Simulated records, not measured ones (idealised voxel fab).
The name of this process module is voxel wiring stack.
cross-section cut | 300 nm wide | cells 5 nm
Reading order for cross-sections: top band down to bottom band. Underlying form: a grid of square cells. Band size: one or more rows of cells.
For a band, the entry starts with two heights in nm, that of the top and then that of the bottom, and carries on with the band's materials in order from left to right, each alongside its width in nm; the word "everywhere" beside a single material means it fills the band edge to edge, and "air" means empty space.
Counting heights begins at 0, where everything beneath is, in the wafer as received, one material. The lowest band has no bottom; it goes on downwards, as "from 0 down" shows.
When a width is written as two numbers, as in "30..40", the first number is the width in the top row of cells of the band and the second is the width in its bottom row, and the width changes by the same amount from each row to the next.
Step note "remained unchanged" = no cross-section cell changed.
Closed internal cavities: empty space of 8 cells or more with no open way to the top, each as width x height at its distance from the left edge, in nm
On each step's line, the part that comes after the settings is the simulator's own comment on the step.
Regarding "overlay nm": on a step with a mask, it is the distance the mask lay to the right of its planned place; a negative value places it to the left.
[Steps in the process plan]
step 1: RECEIVE, material Si
step 2: CONFORMAL_DEP, material SiO2, thk nm 10
step 3: DIRECTIONAL_DEP, material TiN, thk nm 5
step 4: DIRECTIONAL_DEP, material W, thk nm 20
step 5: PATTERN, tone cover, mask id METAL_1, material resist, width nm 30, pitch nm 60, thk nm 20, overlay nm 0
step 6: DIRECTIONAL_ETCH, etch materials W, depth nm 20
step 7: DIRECTIONAL_ETCH, etch materials TiN, depth nm 5
step 8: STRIP, etch materials resist
step 9: CONFORMAL_DEP, material SiN, thk nm 5
step 10: FILL_DEP, material SiO2, thk nm 5
step 11: CMP, height nm 35
step 12: CONFORMAL_DEP, material SiCN, thk nm 5
step 13: DIRECTIONAL_DEP, material SiO2, thk nm 30
step 14: MASKED_ETCH, tone open, mask id METAL_2_HOLES, width nm 15, pitch nm 60, etch materials SiO2, depth nm 30, overlay nm 0
step 15: PATTERN, tone open, mask id METAL_2, material resist, width nm 30, pitch nm 60, thk nm 15, overlay nm 0
step 16: DIRECTIONAL_ETCH, etch materials SiO2, depth nm 15
step 17: DIRECTIONAL_ETCH, etch materials SiCN, depth nm 5
step 18: STRIP, etch materials resist
step 19: CONFORMAL_DEP, material TiN, thk nm 5
step 20: FILL_DEP, material Cu, thk nm 10
step 21: CMP, height nm 70
step 22: CONFORMAL_DEP, material SiCN, thk nm 5
[Cross-section: wafer on arrival = after step 1]
- from 0 down: Si everywhere
- Closed internal cavities: none
[Cross-section at module end, one run error; start and plan unchanged from above]
- from 75 to 70: SiCN everywhere
- from 70 to 60: SiO2 (75)  TiN (5)  Cu (20)  TiN (5)  SiO2 (30)  TiN (5)  Cu (20)  TiN (5)  SiO2 (30)  TiN (5)  Cu (20)  TiN (5)  SiO2 (75)
- from 60 to 55: SiO2 (75)  TiN (5)  Cu (5)  TiN (20)  SiO2 (30)  TiN (5)  Cu (5)  TiN (20)  SiO2 (30)  TiN (5)  Cu (5)  TiN (20)  SiO2 (75)
- from 55 to 40: SiO2 (75)  TiN (5)  Cu (5)  TiN (5)  SiO2 (45)  TiN (5)  Cu (5)  TiN (5)  SiO2 (45)  TiN (5)  Cu (5)  TiN (5)  SiO2 (90)
- from 40 to 35: SiCN (75)  TiN (15)  SiCN (45)  TiN (15)  SiCN (45)  TiN (15)  SiCN (90)
- from 35 to 15: SiO2 (65)  SiN (5)  W (30)  SiN (5)  SiO2 (20)  SiN (5)  W (30)  SiN (5)  SiO2 (20)  SiN (5)  W (30)  SiN (5)  SiO2 (75)
- from 15 to 10: SiN (70)  TiN (30)  SiN (30)  TiN (30)  SiN (30)  TiN (30)  SiN (80)
- from 10 to 0: SiO2 everywhere
- from 0 down: Si everywhere
- Closed internal cavities: none
It is concluded that the wafer was processed incorrectly with respect to the plan, in that step 5 ran with different settings than intended, the actual operation and settings being PATTERN, tone cover, mask id METAL_1, material resist, width nm 30, pitch nm 60, thk nm 20, overlay nm -5
